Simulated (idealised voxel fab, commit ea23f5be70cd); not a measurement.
Herein follows the process module entitled voxel quadruple lines.
Square cells of 5 nm make up the cross-section cut, whose width is 255 nm.
Just so we're on the same page, the cross-sections are grids of square cells, and they're listed out in bands top to bottom, each band one or more rows deep.
Read a band's entry like this: the first values are the height of its top and the height of its bottom in nm, and what follows is the sequence of materials from left to right, each with its width in nm. Note that "empty" is empty space, and that a single material marked "full width" reaches across the band from edge to edge.
Heads up on the height convention: 0 is the point under which the incoming wafer is all one material, and the lowest band has no bottom, it just keeps going down, like "0..down".
Note: "30 to 40" means the width goes from the first number (top row of the band) to the second number (bottom row) in equal steps per row of cells.
When a step is marked "identical to before", none of the cells in the cross-section changed during that step.
What "Enclosed void catalog" gives you is every empty space of 8 cells or more that is cut off from the top. Each appears as width x height at distance, with the distance taken from the left edge and width, height and distance all in nm.
Whatever follows a step's settings on its line is a remark the simulator itself makes about that step.
"overlay nm", when on a step's line for a step with a mask, measures how far to the right of its planned place the mask lay; a negative measure means to the left.
Reading key. Pairs: pre-step and post-step cross-section, one process step apart; post-step view only to lowest changed band. Step between + settings: beneath pair. Runs: pairs may be from different runs of this module, same starting wafer. Continuation from pair above: only where "Status quo ante" entry says.
-- Status quo ante
- 0..down = Si full width
- Enclosed void catalog: none
-- Post-Step Appearance
- 10..0 = SiO2 full width
- Everything under 0 stays put, no change at all.
- Enclosed void catalog: none
Process step separating the two views above: CONFORMAL_DEP with material SiO2, thk nm 10
Status quo ante: The prior state of this step coincides with the post-step cross-section of the pair just above.
-- Post-Step Appearance
- 20..10 = Ru full width
- Everything under 10 stays put, no change at all.
- Enclosed void catalog: none
Process step separating the two views above: DIRECTIONAL_DEP with material Ru, thk nm 10
Status quo ante: The prior state of this step coincides with the post-step cross-section of the pair just above.
-- Post-Step Appearance
- 40..20 = polySi full width
- Everything under 20 stays put, no change at all.
- Enclosed void catalog: none
Process step separating the two views above: DIRECTIONAL_DEP with material polySi, thk nm 20
Status quo ante: The prior state of this step coincides with the post-step cross-section of the pair just above.
-- Post-Step Appearance
- 60..40 = aC full width
- Everything under 40 stays put, no change at all.
- Enclosed void catalog: none
Process step separating the two views above: DIRECTIONAL_DEP with material aC, thk nm 20
Status quo ante: The prior state of this step coincides with the post-step cross-section of the pair just above.
-- Post-Step Appearance
- 90..60 = 110 nm empty | 35 nm resist | 110 nm empty
- Everything under 60 stays put, no change at all.
- Enclosed void catalog: none
Process step separating the two views above: PATTERN with tone cover, mask id MANDREL, material resist, width nm 35, thk nm 30, overlay nm 0
Status quo ante: The prior state of this step coincides with the post-step cross-section of the pair just above.
-- Post-Step Appearance
- 70..60 = 110 nm empty | 35 nm resist | 110 nm empty
- 60..40 = 110 nm empty | 35 nm aC | 110 nm empty
- Everything under 40 stays put, no change at all.
- Enclosed void catalog: none
Process step separating the two views above: DIRECTIONAL_ETCH with etch materials aC, depth nm 20
Status quo ante: The prior state of this step coincides with the post-step cross-section of the pair just above.
-- Post-Step Appearance
- 60..40 = 110 nm empty | 35 nm aC | 110 nm empty
- Everything under 40 stays put, no change at all.
- Enclosed void catalog: none
Process step separating the two views above: STRIP with etch materials resist
Status quo ante: The prior state of this step coincides with the post-step cross-section of the pair just above.
-- Post-Step Appearance
- 75..60 = 95 nm empty | 65 nm SiO2 | 95 nm empty
- 60..55 = 95 nm empty | 15 nm SiO2 | 35 nm aC | 15 nm SiO2 | 95 nm empty
- 55..40 = 110 nm SiO2 | 35 nm aC | 110 nm SiO2
- Everything under 40 stays put, no change at all.
- Enclosed void catalog: none
Process step separating the two views above: CONFORMAL_DEP with material SiO2, thk nm 15
Status quo ante: The prior state of this step coincides with the post-step cross-section of the pair just above.
-- Post-Step Appearance
- 60..40 = 95 nm empty | 15 nm SiO2 | 35 nm aC | 15 nm SiO2 | 95 nm empty
- Everything under 40 stays put, no change at all.
- Enclosed void catalog: none
Process step separating the two views above: DIRECTIONAL_ETCH with etch materials SiO2, depth nm 15
Status quo ante: The prior state of this step coincides with the post-step cross-section of the pair just above.
-- Post-Step Appearance
- 60..40 = 95 nm empty | 15 nm SiO2 | 35 nm empty | 15 nm SiO2 | 95 nm empty
- Everything under 40 stays put, no change at all.
- Enclosed void catalog: none
Process step separating the two views above: STRIP with etch materials aC
Status quo ante: The prior state of this step coincides with the post-step cross-section of the pair just above.
-- Post-Step Appearance
- 60..40 = 95 nm empty | 15 nm SiO2 | 35 nm empty | 15 nm SiO2 | 95 nm empty
- 40..20 = 95 nm empty | 15 nm polySi | 35 nm empty | 15 nm polySi | 95 nm empty
- Everything under 20 stays put, no change at all.
- Enclosed void catalog: none
Process step separating the two views above: DIRECTIONAL_ETCH with etch materials polySi, depth nm 20
Status quo ante: The prior state of this step coincides with the post-step cross-section of the pair just above.
-- Post-Step Appearance
- 40..20 = 95 nm empty | 15 nm polySi | 35 nm empty | 15 nm polySi | 95 nm empty
- Everything under 20 stays put, no change at all.
- Enclosed void catalog: none
Process step separating the two views above: STRIP with etch materials SiO2
Status quo ante: The prior state of this step coincides with the post-step cross-section of the pair just above.
-- Post-Step Appearance
- 50..40 = 85 nm empty | 35 nm SiCN | 15 nm empty | 35 nm SiCN | 85 nm empty
- 40..30 = 85 nm empty | 10 nm SiCN | 15 nm polySi | 10 nm SiCN | 15 nm empty | 10 nm SiCN | 15 nm polySi | 10 nm SiCN | 85 nm empty
- 30..20 = 95 nm SiCN | 15 nm polySi | 35 nm SiCN | 15 nm polySi | 95 nm SiCN
- Everything under 20 stays put, no change at all.
- Enclosed void catalog: none
Process step separating the two views above: CONFORMAL_DEP with material SiCN, thk nm 10
Status quo ante: The prior state of this step coincides with the post-step cross-section of the pair just above.
-- Post-Step Appearance
- 40..20 = 85 nm empty | 10 nm SiCN | 15 nm polySi | 10 nm SiCN | 15 nm empty | 10 nm SiCN | 15 nm polySi | 10 nm SiCN | 85 nm empty
- Everything under 20 stays put, no change at all.
- Enclosed void catalog: none
Process step separating the two views above: DIRECTIONAL_ETCH with etch materials SiCN, depth nm 10
Status quo ante: The prior state of this step coincides with the post-step cross-section of the pair just above.
-- Post-Step Appearance
- 40..20 = 85 nm empty | 10 nm SiCN | 15 nm empty | 10 nm SiCN | 15 nm empty | 10 nm SiCN | 15 nm empty | 10 nm SiCN | 85 nm empty
- Everything under 20 stays put, no change at all.
- Enclosed void catalog: none
Process step separating the two views above: STRIP with etch materials polySi
Status quo ante: The prior state of this step coincides with the post-step cross-section of the pair just above.
-- Post-Step Appearance
- 40..20 = 85 nm empty | 10 nm SiCN | 15 nm empty | 10 nm SiCN | 15 nm empty | 10 nm SiCN | 15 nm empty | 10 nm SiCN | 85 nm empty
- 20..10 = 85 nm empty | 10 nm Ru | 15 nm empty | 10 nm Ru | 15 nm empty | 10 nm Ru | 15 nm empty | 10 nm Ru | 85 nm empty
- Everything under 10 stays put, no change at all.
- Enclosed void catalog: none
Process step separating the two views above: DIRECTIONAL_ETCH with etch materials Ru, depth nm 10
Status quo ante: The prior state of this step coincides with the post-step cross-section of the pair just above.
-- Post-Step Appearance
- 20..10 = 85 nm empty | 10 nm Ru | 15 nm empty | 10 nm Ru | 15 nm empty | 10 nm Ru | 15 nm empty | 10 nm Ru | 85 nm empty
- Everything under 10 stays put, no change at all.
- Enclosed void catalog: none
Process step separating the two views above: STRIP with etch materials SiCN
Status quo ante: The prior state of this step coincides with the post-step cross-section of the pair just above.
-- Post-Step Appearance
- 25..20 = lowk full width
- 20..10 = 85 nm lowk | 10 nm Ru | 15 nm lowk | 10 nm Ru | 15 nm lowk | 10 nm Ru | 15 nm lowk | 10 nm Ru | 85 nm lowk
- Everything under 10 stays put, no change at all.
- Enclosed void catalog: none
Process step separating the two views above: FILL_DEP with material lowk, thk nm 5
Status quo ante: The prior state of this step coincides with the post-step cross-section of the pair just above.
-- Post-Step Appearance
- 20..10 = 85 nm lowk | 10 nm Ru | 15 nm lowk | 10 nm Ru | 15 nm lowk | 10 nm Ru | 15 nm lowk | 10 nm Ru | 85 nm lowk
- Everything under 10 stays put, no change at all.
- Enclosed void catalog: none
Process step separating the two views above: CMP with height nm 20
-- Status quo ante
- 40..20 = 85 nm empty | 10 nm SiCN | 15 nm empty | 10 nm SiCN | 15 nm empty | 10 nm SiCN | 15 nm empty | 10 nm SiCN | 85 nm empty
- 20..10 = 85 nm empty | 10 nm Ru | 15 nm empty | 10 nm Ru | 15 nm empty | 10 nm Ru | 15 nm empty | 10 nm Ru | 85 nm empty
- 10..0 = SiO2 full width
- 0..down = Si full width
- Enclosed void catalog: none
-- Post-Step Appearance
- 45..40 = lowk full width
- 40..20 = 85 nm lowk | 10 nm SiCN | 15 nm lowk | 10 nm SiCN | 15 nm lowk | 10 nm SiCN | 15 nm lowk | 10 nm SiCN | 85 nm lowk
- 20..10 = 85 nm lowk | 10 nm Ru | 15 nm lowk | 10 nm Ru | 15 nm lowk | 10 nm Ru | 15 nm lowk | 10 nm Ru | 85 nm lowk
- Everything under 10 stays put, no change at all.
- Enclosed void catalog: none
Process step separating the two views above: FILL_DEP with material lowk, thk nm 5
Status quo ante: The prior state of this step coincides with the post-step cross-section of the pair just above.
-- Post-Step Appearance
- 20..10 = 85 nm lowk | 10 nm Ru | 15 nm lowk | 10 nm Ru | 15 nm lowk | 10 nm Ru | 15 nm lowk | 10 nm Ru | 85 nm lowk
- Everything under 10 stays put, no change at all.
- Enclosed void catalog: none
Process step separating the two views above: CMP with height nm 20
-- Status quo ante
- 10..0 = SiO2 full width
- 0..down = Si full width
- Enclosed void catalog: none
-- Post-Step Appearance
- 30..10 = polySi full width
- Everything under 10 stays put, no change at all.
- Enclosed void catalog: none
Process step separating the two views above: DIRECTIONAL_DEP with material polySi, thk nm 20
Status quo ante: The prior state of this step coincides with the post-step cross-section of the pair just above.
-- Post-Step Appearance
- 40..30 = Ru full width
- Everything under 30 stays put, no change at all.
- Enclosed void catalog: none
Process step separating the two views above: DIRECTIONAL_DEP with material Ru, thk nm 10
Status quo ante: The prior state of this step coincides with the post-step cross-section of the pair just above.
-- Post-Step Appearance
- 60..40 = aC full width
- Everything under 40 stays put, no change at all.
- Enclosed void catalog: none
Process step separating the two views above: DIRECTIONAL_DEP with material aC, thk nm 20
Status quo ante: The prior state of this step coincides with the post-step cross-section of the pair just above.
-- Post-Step Appearance
- 90..60 = 110 nm empty | 35 nm resist | 110 nm empty
- Everything under 60 stays put, no change at all.
- Enclosed void catalog: none
Process step separating the two views above: PATTERN with tone cover, mask id MANDREL, material resist, width nm 35, thk nm 30, overlay nm 0
Status quo ante: The prior state of this step coincides with the post-step cross-section of the pair just above.
-- Post-Step Appearance
- 70..60 = 110 nm empty | 35 nm resist | 110 nm empty
- 60..40 = 110 nm empty | 35 nm aC | 110 nm empty
- Everything under 40 stays put, no change at all.
- Enclosed void catalog: none
Process step separating the two views above: DIRECTIONAL_ETCH with etch materials aC, depth nm 20
Status quo ante: The prior state of this step coincides with the post-step cross-section of the pair just above.
-- Post-Step Appearance
- 60..40 = 110 nm empty | 35 nm aC | 110 nm empty
- Everything under 40 stays put, no change at all.
- Enclosed void catalog: none
Process step separating the two views above: STRIP with etch materials resist
Status quo ante: The prior state of this step coincides with the post-step cross-section of the pair just above.
-- Post-Step Appearance
- 75..60 = 95 nm empty | 65 nm SiO2 | 95 nm empty
- 60..55 = 95 nm empty | 15 nm SiO2 | 35 nm aC | 15 nm SiO2 | 95 nm empty
- 55..40 = 110 nm SiO2 | 35 nm aC | 110 nm SiO2
- Everything under 40 stays put, no change at all.
- Enclosed void catalog: none
Process step separating the two views above: CONFORMAL_DEP with material SiO2, thk nm 15
Status quo ante: The prior state of this step coincides with the post-step cross-section of the pair just above.
-- Post-Step Appearance
- 60..40 = 95 nm empty | 15 nm SiO2 | 35 nm aC | 15 nm SiO2 | 95 nm empty
- Everything under 40 stays put, no change at all.
- Enclosed void catalog: none
Process step separating the two views above: DIRECTIONAL_ETCH with etch materials SiO2, depth nm 15
Status quo ante: The prior state of this step coincides with the post-step cross-section of the pair just above.
-- Post-Step Appearance
- 60..40 = 95 nm empty | 15 nm SiO2 | 35 nm empty | 15 nm SiO2 | 95 nm empty
- Everything under 40 stays put, no change at all.
- Enclosed void catalog: none
Process step separating the two views above: STRIP with etch materials aC
Status quo ante: The prior state of this step coincides with the post-step cross-section of the pair just above.
-- Post-Step Appearance
- 40..30 = Ru full width
- Everything under 30 stays put, no change at all.
- Enclosed void catalog: none
Process step separating the two views above: STRIP with etch materials SiO2
Status quo ante: The prior state of this step coincides with the post-step cross-section of the pair just above.
-- Post-Step Appearance
- 50..40 = SiCN full width
- Everything under 40 stays put, no change at all.
- Enclosed void catalog: none
Process step separating the two views above: CONFORMAL_DEP with material SiCN, thk nm 10
Status quo ante: The prior state of this step coincides with the post-step cross-section of the pair just above.
-- Post-Step Appearance
- 40..30 = Ru full width
- Everything under 30 stays put, no change at all.
- Enclosed void catalog: none
Process step separating the two views above: DIRECTIONAL_ETCH with etch materials SiCN, depth nm 10
Status quo ante: The prior state of this step coincides with the post-step cross-section of the pair just above.
-- Post-Step Appearance
- 30..10 = polySi full width
- Everything under 10 stays put, no change at all.
- Enclosed void catalog: none
Process step separating the two views above: DIRECTIONAL_ETCH with etch materials Ru, depth nm 10
Status quo ante: The prior state of this step coincides with the post-step cross-section of the pair just above.
-- Post-Step Appearance
- 35..30 = lowk full width
- Everything under 30 stays put, no change at all.
- Enclosed void catalog: none
Process step separating the two views above: FILL_DEP with material lowk, thk nm 5
Status quo ante: The prior state of this step coincides with the post-step cross-section of the pair just above.
-- Post-Step Appearance
- 20..10 = polySi full width
- Everything under 10 stays put, no change at all.
- Enclosed void catalog: none
Process step separating the two views above: CMP with height nm 20
-- Status quo ante
- 10..0 = SiO2 full width
- 0..down = Si full width
- Enclosed void catalog: none
-- Post-Step Appearance
- 15..10 = Ru full width
- Everything under 10 stays put, no change at all.
- Enclosed void catalog: none
Process step separating the two views above: DIRECTIONAL_DEP with material Ru, thk nm 5
Status quo ante: The prior state of this step coincides with the post-step cross-section of the pair just above.
-- Post-Step Appearance
- 35..15 = polySi full width
- Everything under 15 stays put, no change at all.
- Enclosed void catalog: none
Process step separating the two views above: DIRECTIONAL_DEP with material polySi, thk nm 20
Status quo ante: The prior state of this step coincides with the post-step cross-section of the pair just above.
-- Post-Step Appearance
- 55..35 = aC full width
- Everything under 35 stays put, no change at all.
- Enclosed void catalog: none
Process step separating the two views above: DIRECTIONAL_DEP with material aC, thk nm 20
Status quo ante: The prior state of this step coincides with the post-step cross-section of the pair just above.
-- Post-Step Appearance
- 85..55 = 110 nm empty | 35 nm resist | 110 nm empty
- Everything under 55 stays put, no change at all.
- Enclosed void catalog: none
Process step separating the two views above: PATTERN with tone cover, mask id MANDREL, material resist, width nm 35, thk nm 30, overlay nm 0
Status quo ante: The prior state of this step coincides with the post-step cross-section of the pair just above.
-- Post-Step Appearance
- 65..55 = 110 nm empty | 35 nm resist | 110 nm empty
- 55..35 = 110 nm empty | 35 nm aC | 110 nm empty
- Everything under 35 stays put, no change at all.
- Enclosed void catalog: none
Process step separating the two views above: DIRECTIONAL_ETCH with etch materials aC, depth nm 20
Status quo ante: The prior state of this step coincides with the post-step cross-section of the pair just above.
-- Post-Step Appearance
- 55..35 = 110 nm empty | 35 nm aC | 110 nm empty
- Everything under 35 stays put, no change at all.
- Enclosed void catalog: none
Process step separating the two views above: STRIP with etch materials resist
Status quo ante: The prior state of this step coincides with the post-step cross-section of the pair just above.
-- Post-Step Appearance
- 70..55 = 95 nm empty | 65 nm SiO2 | 95 nm empty
- 55..50 = 95 nm empty | 15 nm SiO2 | 35 nm aC | 15 nm SiO2 | 95 nm empty
- 50..35 = 110 nm SiO2 | 35 nm aC | 110 nm SiO2
- Everything under 35 stays put, no change at all.
- Enclosed void catalog: none
Process step separating the two views above: CONFORMAL_DEP with material SiO2, thk nm 15
Status quo ante: The prior state of this step coincides with the post-step cross-section of the pair just above.
-- Post-Step Appearance
- 55..35 = 95 nm empty | 15 nm SiO2 | 35 nm aC | 15 nm SiO2 | 95 nm empty
- Everything under 35 stays put, no change at all.
- Enclosed void catalog: none
Process step separating the two views above: DIRECTIONAL_ETCH with etch materials SiO2, depth nm 15
Status quo ante: The prior state of this step coincides with the post-step cross-section of the pair just above.
-- Post-Step Appearance
- 55..35 = 95 nm empty | 15 nm SiO2 | 35 nm empty | 15 nm SiO2 | 95 nm empty
- Everything under 35 stays put, no change at all.
- Enclosed void catalog: none
Process step separating the two views above: STRIP with etch materials aC
Status quo ante: The prior state of this step coincides with the post-step cross-section of the pair just above.
-- Post-Step Appearance
- 55..35 = 95 nm empty | 15 nm SiO2 | 35 nm empty | 15 nm SiO2 | 95 nm empty
- 35..15 = 95 nm empty | 15 nm polySi | 35 nm empty | 15 nm polySi | 95 nm empty
- Everything under 15 stays put, no change at all.
- Enclosed void catalog: none
Process step separating the two views above: DIRECTIONAL_ETCH with etch materials polySi, depth nm 20
Status quo ante: The prior state of this step coincides with the post-step cross-section of the pair just above.
-- Post-Step Appearance
- 35..15 = 95 nm empty | 15 nm polySi | 35 nm empty | 15 nm polySi | 95 nm empty
- Everything under 15 stays put, no change at all.
- Enclosed void catalog: none
Process step separating the two views above: STRIP with etch materials SiO2
Status quo ante: The prior state of this step coincides with the post-step cross-section of the pair just above.
-- Post-Step Appearance
- 45..35 = 85 nm empty | 35 nm SiCN | 15 nm empty | 35 nm SiCN | 85 nm empty
- 35..25 = 85 nm empty | 10 nm SiCN | 15 nm polySi | 10 nm SiCN | 15 nm empty | 10 nm SiCN | 15 nm polySi | 10 nm SiCN | 85 nm empty
- 25..15 = 95 nm SiCN | 15 nm polySi | 35 nm SiCN | 15 nm polySi | 95 nm SiCN
- Everything under 15 stays put, no change at all.
- Enclosed void catalog: none
Process step separating the two views above: CONFORMAL_DEP with material SiCN, thk nm 10
Status quo ante: The prior state of this step coincides with the post-step cross-section of the pair just above.
-- Post-Step Appearance
- 35..15 = 85 nm empty | 10 nm SiCN | 15 nm polySi | 10 nm SiCN | 15 nm empty | 10 nm SiCN | 15 nm polySi | 10 nm SiCN | 85 nm empty
- Everything under 15 stays put, no change at all.
- Enclosed void catalog: none
Process step separating the two views above: DIRECTIONAL_ETCH with etch materials SiCN, depth nm 10
Status quo ante: The prior state of this step coincides with the post-step cross-section of the pair just above.
-- Post-Step Appearance
- 35..15 = 85 nm empty | 10 nm SiCN | 15 nm empty | 10 nm SiCN | 15 nm empty | 10 nm SiCN | 15 nm empty | 10 nm SiCN | 85 nm empty
- Everything under 15 stays put, no change at all.
- Enclosed void catalog: none
Process step separating the two views above: STRIP with etch materials polySi
Status quo ante: The prior state of this step coincides with the post-step cross-section of the pair just above.
-- Post-Step Appearance
- 35..15 = 85 nm empty | 10 nm SiCN | 15 nm empty | 10 nm SiCN | 15 nm empty | 10 nm SiCN | 15 nm empty | 10 nm SiCN | 85 nm empty
- 15..10 = 85 nm empty | 10 nm Ru | 15 nm empty | 10 nm Ru | 15 nm empty | 10 nm Ru | 15 nm empty | 10 nm Ru | 85 nm empty
- Everything under 10 stays put, no change at all.
- Enclosed void catalog: none
Process step separating the two views above: DIRECTIONAL_ETCH with etch materials Ru, depth nm 10
Status quo ante: The prior state of this step coincides with the post-step cross-section of the pair just above.
-- Post-Step Appearance
- 15..10 = 85 nm empty | 10 nm Ru | 15 nm empty | 10 nm Ru | 15 nm empty | 10 nm Ru | 15 nm empty | 10 nm Ru | 85 nm empty
- Everything under 10 stays put, no change at all.
- Enclosed void catalog: none
Process step separating the two views above: STRIP with etch materials SiCN
Status quo ante: The prior state of this step coincides with the post-step cross-section of the pair just above.
-- Post-Step Appearance
- 20..15 = lowk full width
- 15..10 = 85 nm lowk | 10 nm Ru | 15 nm lowk | 10 nm Ru | 15 nm lowk | 10 nm Ru | 15 nm lowk | 10 nm Ru | 85 nm lowk
- Everything under 10 stays put, no change at all.
- Enclosed void catalog: none
Process step separating the two views above: FILL_DEP with material lowk, thk nm 5
-- Status quo ante
- 60..40 = aC full width
- 40..20 = polySi full width
- 20..10 = Ru full width
- 10..0 = SiO2 full width
- 0..down = Si full width
- Enclosed void catalog: none
-- Post-Step Appearance
- 90..60 = 110 nm empty | 40 nm resist | 105 nm empty
- Everything under 60 stays put, no change at all.
- Enclosed void catalog: none
Process step separating the two views above: PATTERN with tone cover, mask id MANDREL, material resist, width nm 40, thk nm 30, overlay nm 0
Status quo ante: The prior state of this step coincides with the post-step cross-section of the pair just above.
-- Post-Step Appearance
- 70..60 = 110 nm empty | 40 nm resist | 105 nm empty
- 60..40 = 110 nm empty | 40 nm aC | 105 nm empty
- Everything under 40 stays put, no change at all.
- Enclosed void catalog: none
Process step separating the two views above: DIRECTIONAL_ETCH with etch materials aC, depth nm 20
Status quo ante: The prior state of this step coincides with the post-step cross-section of the pair just above.
-- Post-Step Appearance
- 60..40 = 110 nm empty | 40 nm aC | 105 nm empty
- Everything under 40 stays put, no change at all.
- Enclosed void catalog: none
Process step separating the two views above: STRIP with etch materials resist
Status quo ante: The prior state of this step coincides with the post-step cross-section of the pair just above.
-- Post-Step Appearance
- 75..60 = 95 nm empty | 70 nm SiO2 | 90 nm empty
- 60..55 = 95 nm empty | 15 nm SiO2 | 40 nm aC | 15 nm SiO2 | 90 nm empty
- 55..40 = 110 nm SiO2 | 40 nm aC | 105 nm SiO2
- Everything under 40 stays put, no change at all.
- Enclosed void catalog: none
Process step separating the two views above: CONFORMAL_DEP with material SiO2, thk nm 15
Status quo ante: The prior state of this step coincides with the post-step cross-section of the pair just above.
-- Post-Step Appearance
- 60..40 = 95 nm empty | 15 nm SiO2 | 40 nm aC | 15 nm SiO2 | 90 nm empty
- Everything under 40 stays put, no change at all.
- Enclosed void catalog: none
Process step separating the two views above: DIRECTIONAL_ETCH with etch materials SiO2, depth nm 15
Status quo ante: The prior state of this step coincides with the post-step cross-section of the pair just above.
-- Post-Step Appearance
- 60..40 = 95 nm empty | 15 nm SiO2 | 40 nm empty | 15 nm SiO2 | 90 nm empty
- Everything under 40 stays put, no change at all.
- Enclosed void catalog: none
Process step separating the two views above: STRIP with etch materials aC
Status quo ante: The prior state of this step coincides with the post-step cross-section of the pair just above.
-- Post-Step Appearance
- 60..40 = 95 nm empty | 15 nm SiO2 | 40 nm empty | 15 nm SiO2 | 90 nm empty
- 40..20 = 95 nm empty | 15 nm polySi | 40 nm empty | 15 nm polySi | 90 nm empty
- Everything under 20 stays put, no change at all.
- Enclosed void catalog: none
Process step separating the two views above: DIRECTIONAL_ETCH with etch materials polySi, depth nm 20
Status quo ante: The prior state of this step coincides with the post-step cross-section of the pair just above.
-- Post-Step Appearance
- 40..20 = 95 nm empty | 15 nm polySi | 40 nm empty | 15 nm polySi | 90 nm empty
- Everything under 20 stays put, no change at all.
- Enclosed void catalog: none
Process step separating the two views above: STRIP with etch materials SiO2
Status quo ante: The prior state of this step coincides with the post-step cross-section of the pair just above.
-- Post-Step Appearance
- 50..40 = 85 nm empty | 35 nm SiCN | 20 nm empty | 35 nm SiCN | 80 nm empty
- 40..30 = 85 nm empty | 10 nm SiCN | 15 nm polySi | 10 nm SiCN | 20 nm empty | 10 nm SiCN | 15 nm polySi | 10 nm SiCN | 80 nm empty
- 30..20 = 95 nm SiCN | 15 nm polySi | 40 nm SiCN | 15 nm polySi | 90 nm SiCN
- Everything under 20 stays put, no change at all.
- Enclosed void catalog: none
Process step separating the two views above: CONFORMAL_DEP with material SiCN, thk nm 10
Status quo ante: The prior state of this step coincides with the post-step cross-section of the pair just above.
-- Post-Step Appearance
- 40..20 = 85 nm empty | 10 nm SiCN | 15 nm polySi | 10 nm SiCN | 20 nm empty | 10 nm SiCN | 15 nm polySi | 10 nm SiCN | 80 nm empty
- Everything under 20 stays put, no change at all.
- Enclosed void catalog: none
Process step separating the two views above: DIRECTIONAL_ETCH with etch materials SiCN, depth nm 10
Status quo ante: The prior state of this step coincides with the post-step cross-section of the pair just above.
-- Post-Step Appearance
- 40..20 = 85 nm empty | 10 nm SiCN | 15 nm empty | 10 nm SiCN | 20 nm empty | 10 nm SiCN | 15 nm empty | 10 nm SiCN | 80 nm empty
- Everything under 20 stays put, no change at all.
- Enclosed void catalog: none
Process step separating the two views above: STRIP with etch materials polySi
Status quo ante: The prior state of this step coincides with the post-step cross-section of the pair just above.
-- Post-Step Appearance
- 40..20 = 85 nm empty | 10 nm SiCN | 15 nm empty | 10 nm SiCN | 20 nm empty | 10 nm SiCN | 15 nm empty | 10 nm SiCN | 80 nm empty
- 20..10 = 85 nm empty | 10 nm Ru | 15 nm empty | 10 nm Ru | 20 nm empty | 10 nm Ru | 15 nm empty | 10 nm Ru | 80 nm empty
- Everything under 10 stays put, no change at all.
- Enclosed void catalog: none
Process step separating the two views above: DIRECTIONAL_ETCH with etch materials Ru, depth nm 10
Status quo ante: The prior state of this step coincides with the post-step cross-section of the pair just above.
-- Post-Step Appearance
- 20..10 = 85 nm empty | 10 nm Ru | 15 nm empty | 10 nm Ru | 20 nm empty | 10 nm Ru | 15 nm empty | 10 nm Ru | 80 nm empty
- Everything under 10 stays put, no change at all.
- Enclosed void catalog: none
Process step separating the two views above: STRIP with etch materials SiCN
Status quo ante: The prior state of this step coincides with the post-step cross-section of the pair just above.
-- Post-Step Appearance
- 25..20 = lowk full width
- 20..10 = 85 nm lowk | 10 nm Ru | 15 nm lowk | 10 nm Ru | 20 nm lowk | 10 nm Ru | 15 nm lowk | 10 nm Ru | 80 nm lowk
- Everything under 10 stays put, no change at all.
- Enclosed void catalog: none
Process step separating the two views above: FILL_DEP with material lowk, thk nm 5
Status quo ante: The prior state of this step coincides with the post-step cross-section of the pair just above.
-- Post-Step Appearance
- 20..10 = 85 nm lowk | 10 nm Ru | 15 nm lowk | 10 nm Ru | 20 nm lowk | 10 nm Ru | 15 nm lowk | 10 nm Ru | 80 nm lowk
- Everything under 10 stays put, no change at all.
- Enclosed void catalog: none
Process step separating the two views above: CMP with height nm 20
-- Status quo ante
- 60..40 = aC full width
- 40..20 = polySi full width
- 20..10 = Ru full width
- 10..0 = SiO2 full width
- 0..down = Si full width
- Enclosed void catalog: none
-- Post-Step Appearance
- 90..60 = 105 nm empty | 35 nm resist | 115 nm empty
- Everything under 60 stays put, no change at all.
- Enclosed void catalog: none
Process step separating the two views above: PATTERN with tone cover, mask id MANDREL, material resist, width nm 35, thk nm 30, overlay nm -5
Status quo ante: The prior state of this step coincides with the post-step cross-section of the pair just above.
-- Post-Step Appearance
- 70..60 = 105 nm empty | 35 nm resist | 115 nm empty
- 60..40 = 105 nm empty | 35 nm aC | 115 nm empty
- Everything under 40 stays put, no change at all.
- Enclosed void catalog: none
Process step separating the two views above: DIRECTIONAL_ETCH with etch materials aC, depth nm 20
Status quo ante: The prior state of this step coincides with the post-step cross-section of the pair just above.
-- Post-Step Appearance
- 60..40 = 105 nm empty | 35 nm aC | 115 nm empty
- Everything under 40 stays put, no change at all.
- Enclosed void catalog: none
Process step separating the two views above: STRIP with etch materials resist
Status quo ante: The prior state of this step coincides with the post-step cross-section of the pair just above.
-- Post-Step Appearance
- 75..60 = 90 nm empty | 65 nm SiO2 | 100 nm empty
- 60..55 = 90 nm empty | 15 nm SiO2 | 35 nm aC | 15 nm SiO2 | 100 nm empty
- 55..40 = 105 nm SiO2 | 35 nm aC | 115 nm SiO2
- Everything under 40 stays put, no change at all.
- Enclosed void catalog: none
Process step separating the two views above: CONFORMAL_DEP with material SiO2, thk nm 15
Status quo ante: The prior state of this step coincides with the post-step cross-section of the pair just above.
-- Post-Step Appearance
- 60..40 = 90 nm empty | 15 nm SiO2 | 35 nm aC | 15 nm SiO2 | 100 nm empty
- Everything under 40 stays put, no change at all.
- Enclosed void catalog: none
Process step separating the two views above: DIRECTIONAL_ETCH with etch materials SiO2, depth nm 15
Status quo ante: The prior state of this step coincides with the post-step cross-section of the pair just above.
-- Post-Step Appearance
- 60..40 = 90 nm empty | 15 nm SiO2 | 35 nm empty | 15 nm SiO2 | 100 nm empty
- Everything under 40 stays put, no change at all.
- Enclosed void catalog: none
Process step separating the two views above: STRIP with etch materials aC
Status quo ante: The prior state of this step coincides with the post-step cross-section of the pair just above.
-- Post-Step Appearance
- 60..40 = 90 nm empty | 15 nm SiO2 | 35 nm empty | 15 nm SiO2 | 100 nm empty
- 40..20 = 90 nm empty | 15 nm polySi | 35 nm empty | 15 nm polySi | 100 nm empty
- Everything under 20 stays put, no change at all.
- Enclosed void catalog: none
Process step separating the two views above: DIRECTIONAL_ETCH with etch materials polySi, depth nm 20
Status quo ante: The prior state of this step coincides with the post-step cross-section of the pair just above.
-- Post-Step Appearance
- 40..20 = 90 nm empty | 15 nm polySi | 35 nm empty | 15 nm polySi | 100 nm empty
- Everything under 20 stays put, no change at all.
- Enclosed void catalog: none
Process step separating the two views above: STRIP with etch materials SiO2
Status quo ante: The prior state of this step coincides with the post-step cross-section of the pair just above.
-- Post-Step Appearance
- 50..40 = 80 nm empty | 35 nm SiCN | 15 nm empty | 35 nm SiCN | 90 nm empty
- 40..30 = 80 nm empty | 10 nm SiCN | 15 nm polySi | 10 nm SiCN | 15 nm empty | 10 nm SiCN | 15 nm polySi | 10 nm SiCN | 90 nm empty
- 30..20 = 90 nm SiCN | 15 nm polySi | 35 nm SiCN | 15 nm polySi | 100 nm SiCN
- Everything under 20 stays put, no change at all.
- Enclosed void catalog: none
Process step separating the two views above: CONFORMAL_DEP with material SiCN, thk nm 10
Status quo ante: The prior state of this step coincides with the post-step cross-section of the pair just above.
-- Post-Step Appearance
- 40..20 = 80 nm empty | 10 nm SiCN | 15 nm polySi | 10 nm SiCN | 15 nm empty | 10 nm SiCN | 15 nm polySi | 10 nm SiCN | 90 nm empty
- Everything under 20 stays put, no change at all.
- Enclosed void catalog: none
Process step separating the two views above: DIRECTIONAL_ETCH with etch materials SiCN, depth nm 10
Status quo ante: The prior state of this step coincides with the post-step cross-section of the pair just above.
-- Post-Step Appearance
- 40..20 = 80 nm empty | 10 nm SiCN | 15 nm empty | 10 nm SiCN | 15 nm empty | 10 nm SiCN | 15 nm empty | 10 nm SiCN | 90 nm empty
- Everything under 20 stays put, no change at all.
- Enclosed void catalog: none
Process step separating the two views above: STRIP with etch materials polySi
